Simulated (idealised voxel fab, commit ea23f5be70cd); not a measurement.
process module | voxel gate over fins
In the cross-section labelled cut, the width is 255 nm and each square cell is 5 nm.
We lay out every cross-section as a grid of square cells and spell it out in bands from the top down, where one band means one or more rows of cells. For a band, the entry starts with two heights in nm, that of the top and then that of the bottom, and carries on with the band's materials in order from left to right, each alongside its width in nm; the word "full width" beside a single material means it fills the band edge to edge, and "air" means empty space. Note: height 0 marks the level under which the wafer is uniformly one material as received. Lowest band unbounded below, written "0 -> down". Width spec "30..40" -> top row of cells at first value, bottom row at second value, equal per-row change in between. Where a step carries "left unchanged", the cross-section came out of it unchanged, cell for cell. Empty spaces without an open route to the top, at least 8 cells in extent, make up the entry "Closed void listing"; each is given as width x height at distance, where the distance is measured from the left edge, and all are in nm. Note: text after step settings on the step line = simulator remark on that step. overlay nm: mask right of planned place by this much (step with mask). Neg. = left.

HERE'S WHAT THE PLANNED PROCESS STEPS LOOK LIKE
1. RECEIVE [material Si]
2. CONFORMAL_DEP [material SiN] [thk nm 5]
3. DIRECTIONAL_DEP [material aC] [thk nm 15]
4. PATTERN [tone cover] [mask id FINS] [material resist] [width nm 15] [pitch nm 45] [thk nm 35] [overlay nm 0]
5. DIRECTIONAL_ETCH [etch materials aC] [depth nm 15]
6. STRIP [etch materials resist]
7. DIRECTIONAL_ETCH [etch materials SiN] [depth nm 5]
8. DIRECTIONAL_ETCH [etch materials Si] [depth nm 40]
9. STRIP [etch materials aC]
10. FILL_DEP [material SiO2] [thk nm 10]
11. CMP [height nm 5]
12. SELECTIVE_ETCH [etch materials SiO2] [depth nm 15]
13. STRIP [etch materials SiN]
14. CONFORMAL_DEP [material HfO2] [thk nm 5]
15. CONFORMAL_DEP [material TiN] [thk nm 5]
16. CONFORMAL_DEP [material TiAl] [thk nm 5]
17. CONFORMAL_DEP [material TiN] [thk nm 5]
18. FILL_DEP [material W] [thk nm 10]
19. CMP [height nm 25]
20. CONFORMAL_DEP [material SiCN] [thk nm 10]

CROSS-SECTION OF THE WAFER AS IT CAME TO US, I.E., ALREADY THROUGH STEP 1
0 -> down  Si full width
Closed void listing: none

THE FIRST OF THE TWO WAFERS AS SEEN IN CROSS-SECTION ONCE THE MODULE WAS FINISHED; PROCESSING FOLLOWED THE PLAN
35 -> 25  SiCN full width
25 -> 20  W full width
20 -> 15  75 of W | 100 of TiN | 80 of W
15 -> 10  75 of W | 5 of TiN | 90 of TiAl | 5 of TiN | 80 of W
10 -> 5  80 of TiN | 5 of TiAl | 35 of TiN | 10 of TiAl | 35 of TiN | 5 of TiAl | 85 of TiN
5 -> 0  85 of TiAl | 5 of TiN | 25 of HfO2 | 5 of TiN | 10 of TiAl | 5 of TiN | 25 of HfO2 | 5 of TiN | 90 of TiAl
0 -> -5  90 of TiN | 5 of HfO2 | 15 of Si | 5 of HfO2 | 20 of TiN | 5 of HfO2 | 15 of Si | 5 of HfO2 | 95 of TiN
-5 -> -10  95 of HfO2 | 15 of Si | 30 of HfO2 | 15 of Si | 100 of HfO2
-10 -> -40  95 of SiO2 | 15 of Si | 30 of SiO2 | 15 of Si | 100 of SiO2
-40 -> down  Si full width
Closed void listing: none

CROSS-SECTION, WAFER TWO OF TWO, END OF MODULE: SAME START AND PLAN AS WAFER ONE, ONE ERROR IN EXECUTION
35 -> 25  SiCN full width
25 -> 20  TiAl full width
20 -> 15  75 of TiAl | 100 of TiN | 80 of TiAl
15 -> 10  75 of TiAl | 5 of TiN | 90 of TiAl | 5 of TiN | 80 of TiAl
10 -> 5  80 of TiN | 5 of TiAl | 35 of TiN | 10 of TiAl | 35 of TiN | 5 of TiAl | 85 of TiN
5 -> 0  85 of TiAl | 5 of TiN | 25 of HfO2 | 5 of TiN | 10 of TiAl | 5 of TiN | 25 of HfO2 | 5 of TiN | 90 of TiAl
0 -> -5  90 of TiN | 5 of HfO2 | 15 of Si | 5 of HfO2 | 20 of TiN | 5 of HfO2 | 15 of Si | 5 of HfO2 | 95 of TiN
-5 -> -10  95 of HfO2 | 15 of Si | 30 of HfO2 | 15 of Si | 100 of HfO2
-10 -> -40  95 of SiO2 | 15 of Si | 30 of SiO2 | 15 of Si | 100 of SiO2
-40 -> down  Si full width
Closed void listing: none
What went wrong in running the wafer? step 18 did not use the planned setting and instead ran as FILL_DEP [material TiAl] [thk nm 10]
Final comparison by cell count, materials where the second wafer has more or fewer than the first: TiAl +113; W -113
